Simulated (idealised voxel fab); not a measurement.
The process module presented herein is designated voxel released beams.
Square cells of 5 nm make up the cross-section cut, whose width is 140 nm.
We lay out every cross-section as a grid of square cells and spell it out in bands from the top down, where one band means one or more rows of cells. The band entry comprises the height of the band's top followed by the height of its bottom, expressed in nm, and subsequently the band's materials from left to right, each stated together with its width in nm. Where a single material is marked with the word "everywhere", that material fills the band from edge to edge. The word "empty" represents empty space. Height reference: 0 = level under which incoming wafer is all one material. Lowest band: no bottom, runs on downward, e.g. "top 0, no bottom". Per-row width for "30 to 40": begins at first number (top row of band), ends at second number (bottom row), increment between rows held constant. Where a step carries "no alterations made", the cross-section came out of it unchanged, cell for cell. "Closed cavity list" contains a list of empty spaces, each no smaller than 8 cells and without an open way to the top, written in the form width x height at distance with the distance from the left edge and all three in nm. Step line, after settings: the simulator's comment on this step. The setting "overlay nm" may be written on the line of a step. When the step uses a mask, the value reports how far to the right of the planned place the mask lay, and a negative value reports that it lay to the left.
Intended process steps:
1: RECEIVE with material Si
2: CONFORMAL_DEP with material SiN, thk nm 10
3: DIRECTIONAL_DEP with material SiO2, thk nm 10
4: MASKED_ETCH with tone open, mask id ANCHOR, width nm 35, etch materials SiO2, depth nm 10, overlay nm 0
5: CONFORMAL_DEP with material polySi, thk nm 15
6: DIRECTIONAL_DEP with material aC, thk nm 15
7: PATTERN with tone cover, mask id BEAM, material resist, width nm 80, thk nm 35, overlay nm 0
8: DIRECTIONAL_ETCH with etch materials aC, depth nm 15
9: STRIP with etch materials resist
10: DIRECTIONAL_ETCH with etch materials polySi, depth nm 15
11: STRIP with etch materials aC
12: STRIP with etch materials SiO2
The following pertains to the first of two wafers, which was processed as planned:
as received, after step 1:
- top 0, no bottom: Si everywhere
- Closed cavity list: none
How the wafer stands in section after step 2:
- top 10, bottom 0: SiN everywhere
- Everything below 0 is unchanged.
How the wafer stands in section after step 3:
- top 20, bottom 10: SiO2 everywhere
- Everything below 10 is unchanged.
How the wafer stands in section after step 4:
- top 20, bottom 10: SiO2: 30, empty: 35, SiO2: 75
- Everything below 10 is unchanged.
How the wafer stands in section after step 5:
- top 35, bottom 25: polySi: 45, empty: 5, polySi: 90
- top 25, bottom 20: polySi everywhere
- top 20, bottom 10: SiO2: 30, polySi: 35, SiO2: 75
- Everything below 10 is unchanged.
How the wafer stands in section after step 6:
- top 50, bottom 40: aC: 45, empty: 5, aC: 90
- top 40, bottom 35: aC everywhere
- top 35, bottom 25: polySi: 45, aC: 5, polySi: 90
- Everything below 25 is unchanged.
How the wafer stands in section after step 7:
- top 85, bottom 50: empty: 25, resist: 80, empty: 35
- top 50, bottom 40: aC: 45, resist: 5, aC: 90
- Everything below 40 is unchanged.
How the wafer stands in section after step 8:
- top 70, bottom 50: empty: 25, resist: 80, empty: 35
- top 50, bottom 40: empty: 25, aC: 20, resist: 5, aC: 55, empty: 35
- top 40, bottom 35: empty: 25, aC: 80, empty: 35
- Everything below 35 is unchanged.
How the wafer stands in section after step 9:
- top 50, bottom 40: empty: 25, aC: 20, empty: 5, aC: 55, empty: 35
- Everything below 40 is unchanged.
How the wafer stands in section after step 10:
- top 50, bottom 40: empty: 25, aC: 20, empty: 5, aC: 55, empty: 35
- top 40, bottom 35: empty: 25, aC: 80, empty: 35
- top 35, bottom 25: empty: 25, polySi: 20, aC: 5, polySi: 55, empty: 35
- top 25, bottom 20: empty: 25, polySi: 80, empty: 35
- Everything below 20 is unchanged.
How the wafer stands in section after step 11:
- top 35, bottom 25: empty: 25, polySi: 20, empty: 5, polySi: 55, empty: 35
- Everything below 25 is unchanged.
How the wafer stands in section after step 12:
- top 35, bottom 25: empty: 25, polySi: 20, empty: 5, polySi: 55, empty: 35
- top 25, bottom 20: empty: 25, polySi: 80, empty: 35
- top 20, bottom 10: empty: 30, polySi: 35, empty: 75
- Everything below 10 is unchanged.
Now the other wafer: same start, same recipe, but we messed up one thing when running it. Up to and including step 1 it's the same as the first one:
Cross-section: second wafer, time at which step 2 was scheduled to end:
- top 10, bottom 0: SiO2 everywhere
- Everything below 0 is unchanged.
Cross-section: second wafer, time at which step 3 was scheduled to end:
- top 20, bottom 10: SiN everywhere
- Everything below 10 is unchanged.
Cross-section: second wafer, time at which step 4 was scheduled to end: no alterations made
Cross-section: second wafer, time at which step 5 was scheduled to end:
- top 35, bottom 20: polySi everywhere
- Everything below 20 is unchanged.
Cross-section: second wafer, time at which step 6 was scheduled to end:
- top 50, bottom 35: aC everywhere
- Everything below 35 is unchanged.
Cross-section: second wafer, time at which step 7 was scheduled to end:
- top 85, bottom 50: empty: 25, resist: 80, empty: 35
- Everything below 50 is unchanged.
Cross-section: second wafer, time at which step 8 was scheduled to end:
- top 70, bottom 50: empty: 25, resist: 80, empty: 35
- top 50, bottom 35: empty: 25, aC: 80, empty: 35
- Everything below 35 is unchanged.
Cross-section: second wafer, time at which step 9 was scheduled to end:
- top 50, bottom 35: empty: 25, aC: 80, empty: 35
- Everything below 35 is unchanged.
Cross-section: second wafer, time at which step 10 was scheduled to end:
- top 50, bottom 35: empty: 25, aC: 80, empty: 35
- top 35, bottom 20: empty: 25, polySi: 80, empty: 35
- Everything below 20 is unchanged.
Cross-section: second wafer, time at which step 11 was scheduled to end:
- top 35, bottom 20: empty: 25, polySi: 80, empty: 35
- Everything below 20 is unchanged.
Cross-section: second wafer, time at which step 12 was scheduled to end: no alterations made
Run error: steps 2 and 3 of the plan were each performed in the slot designated for the other
The second wafer ends with more or fewer cells of some materials than the first, per final count: SiO2: 56 more, polySi: 12 fewer
